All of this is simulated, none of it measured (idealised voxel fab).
You're looking at the process module voxel tone inversion.
Cross-section cut: width 230 nm, square cells of 5 nm.
This document writes a cross-section as a grid whose cells are square, and gives it as bands, listed from the top down; one or more rows of cells form a band.
Per band: top height and bottom height in nm, followed by the left-to-right materials and their widths in nm; "edge to edge" marks a single material spanning edge to edge, "empty" marks empty space.
Height reference: 0 = level under which incoming wafer is all one material. Lowest band: no bottom, runs on downward, e.g. "top 0, no bottom".
Per-row width for "30 to 40": begins at first number (top row of band), ends at second number (bottom row), increment between rows held constant.
You'll sometimes find "no modification" written for a step, and that's the way of saying that nowhere in the cross-section did a cell change during that step.
"Closed cavities": sealed empty spaces, 8 cells or more, no open way to top, listed width x height at distance, with distance from the left edge and width, height and distance in nm.
What comes after the settings on a step's line is commentary from the simulator itself on that step.
The optional step-line setting "overlay nm" applies to steps with a mask and quantifies how far to the right of its planned location the mask lay, a negative value indicating leftward placement.
## Here's what the planned process steps look like
1. op RECEIVE | material Si
2. op CONFORMAL_DEP | material SiCN | thk nm 10
3. op DIRECTIONAL_DEP | material aC | thk nm 25
4. op PATTERN | tone cover | mask id POSTS | material resist | width nm 20 | pitch nm 35 | thk nm 30 | overlay nm 0
5. op DIRECTIONAL_ETCH | etch materials aC | depth nm 25
6. op STRIP | etch materials resist
7. op FILL_DEP | material SiO2 | thk nm 10
8. op CMP | height nm 35
9. op STRIP | etch materials aC
## Cross-sectional view of the wafer in its as-received condition, corresponding to the state after step 1
> top 0, no bottom: Si edge to edge
> Closed cavities: none
## Same starting wafer, same plan as above, one mistake in the execution; this is the cross-section at the end of the module
> top 35, bottom 10: 70 of empty  20 of SiO2  15 of empty  20 of SiO2  15 of empty  20 of SiO2  70 of empty
> top 10, bottom 0: SiCN edge to edge
> top 0, no bottom: Si edge to edge
> Closed cavities: none
Finding, execution versus plan: step 4 off recipe, ran as op PATTERN | tone open | mask id POSTS | material resist | width nm 20 | pitch nm 35 | thk nm 30 | overlay nm 0
